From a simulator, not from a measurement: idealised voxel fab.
The process module that follows is named voxel air gaps.
The width of the displayed cross-section, cut, is 290 nm; its cells are square, with a size of 5 nm.
Cross-section, as written here: a square-cell grid given band by band from the top down, where a band holds one or more rows of cells. In this notation a band is specified by the heights of its top and bottom, in that order and in nm, after which its materials appear from left to right, each paired with its width in nm. The word "all across" attached to a single material means that material fills the band from edge to edge; the word "air" stands for empty space. Convention: height 0 is the level below which the wafer, as received, is all one material. The lowest band does not terminate at the bottom but continues downward, represented as "0 and below". It should be noted that a width expressed as "30..40" varies in equal increments from row to row of cells within the band, taking the value of the first number at the top row and that of the second number at the bottom row. Step note "remains unaltered" = no cross-section cell changed. Each empty space that has no open way to the top and spans at least 8 cells appears under "Enclosed void inventory" as width x height at distance, the distance counted from the left edge, all in nm. after a step's settings: what the simulator itself notes on the step. On any step carrying a mask, the "overlay nm" setting, if present on the step's line, tells how far right of its planned place the mask lay; negative values point to the left.
PROCESS STEPS FORESEEN IN THE PLAN
1) RECEIVE with material Si
2) CONFORMAL_DEP with material SiO2, thk nm 15
3) CONFORMAL_DEP with material SiN, thk nm 5
4) DIRECTIONAL_DEP with material SiO2, thk nm 30
5) DIRECTIONAL_DEP with material aC, thk nm 10
6) PATTERN with tone open, mask id LINES, material resist, width nm 15, pitch nm 45, thk nm 30, overlay nm 0
7) DIRECTIONAL_ETCH with etch materials aC, depth nm 10
8) STRIP with etch materials resist
9) DIRECTIONAL_ETCH with etch materials SiO2, depth nm 30
10) STRIP with etch materials aC
11) CONFORMAL_DEP with material TiN, thk nm 5
12) FILL_DEP with material Ru, thk nm 10
13) CMP with height nm 50
14) EPI with material Ru, thk nm 10
15) SELECTIVE_ETCH with etch materials SiO2, depth nm 40
16) CONFORMAL_DEP with material SiN, thk nm 5
HERE'S WHAT THE WAFER LOOKED LIKE IN CROSS-SECTION WHEN IT ARRIVED - THAT'S AFTER STEP 1
> 0 and below: Si all across
> Enclosed void inventory: none
CROSS-SECTION, FIRST OF TWO WAFERS, END OF MODULE, RUN AS PLANNED
> 65 down to 60: 55 of air / 180 of SiN / 55 of air
> 60 down to 50: 55 of air / 5 of SiN / 35 of Ru / 10 of SiN / 35 of Ru / 10 of SiN / 35 of Ru / 10 of SiN / 35 of Ru / 5 of SiN / 55 of air
> 50 down to 45: 55 of air / 15 of SiN / 5 of TiN / 5 of Ru / 5 of TiN / 30 of SiN / 5 of TiN / 5 of Ru / 5 of TiN / 30 of SiN / 5 of TiN / 5 of Ru / 5 of TiN / 30 of SiN / 5 of TiN / 5 of Ru / 5 of TiN / 15 of SiN / 55 of air
> 45 down to 25: 65 of air / 5 of SiN / 5 of TiN / 5 of Ru / 5 of TiN / 5 of SiN / 20 of air / 5 of SiN / 5 of TiN / 5 of Ru / 5 of TiN / 5 of SiN / 20 of air / 5 of SiN / 5 of TiN / 5 of Ru / 5 of TiN / 5 of SiN / 20 of air / 5 of SiN / 5 of TiN / 5 of Ru / 5 of TiN / 5 of SiN / 65 of air
> 25 down to 20: 70 of SiN / 15 of TiN / 30 of SiN / 15 of TiN / 30 of SiN / 15 of TiN / 30 of SiN / 15 of TiN / 70 of SiN
> 20 down to 15: SiN all across
> 15 down to 0: SiO2 all across
> 0 and below: Si all across
> Enclosed void inventory: 20 x 20 at 90; 20 x 20 at 135; 20 x 20 at 180
THIS CROSS-SECTION BELONGS TO THE SECOND WAFER OF TWO AT THE END OF THE MODULE; THE START AND THE PLAN WERE SHARED WITH THE FIRST, AND THE RUN INCLUDED ONE MISTAKE
> 65 down to 60: SiN all across
> 60 down to 50: Ru all across
> 50 down to 25: 65 of Ru / 5 of TiN / 15 of SiO2 / 5 of TiN / 20 of Ru / 5 of TiN / 15 of SiO2 / 5 of TiN / 20 of Ru / 5 of TiN / 15 of SiO2 / 5 of TiN / 20 of Ru / 5 of TiN / 15 of SiO2 / 5 of TiN / 65 of Ru
> 25 down to 20: 70 of TiN / 15 of SiO2 / 30 of TiN / 15 of SiO2 / 30 of TiN / 15 of SiO2 / 30 of TiN / 15 of SiO2 / 70 of TiN
> 20 down to 15: SiN all across
> 15 down to 0: SiO2 all across
> 0 and below: Si all across
> Enclosed void inventory: none
What was the processing mistake? it should be noted that step 6 was executed with settings other than those planned, the operation and settings actually applied being PATTERN with tone cover, mask id LINES, material resist, width nm 15, pitch nm 45, thk nm 30, overlay nm 0
Final wafer comparison in cells, second versus first, more or fewer per material: Ru: 230 more | SiN: 96 fewer | SiO2: 72 more | TiN: 34 more
Closed void count at end of process - first wafer: 3; second wafer: 0.
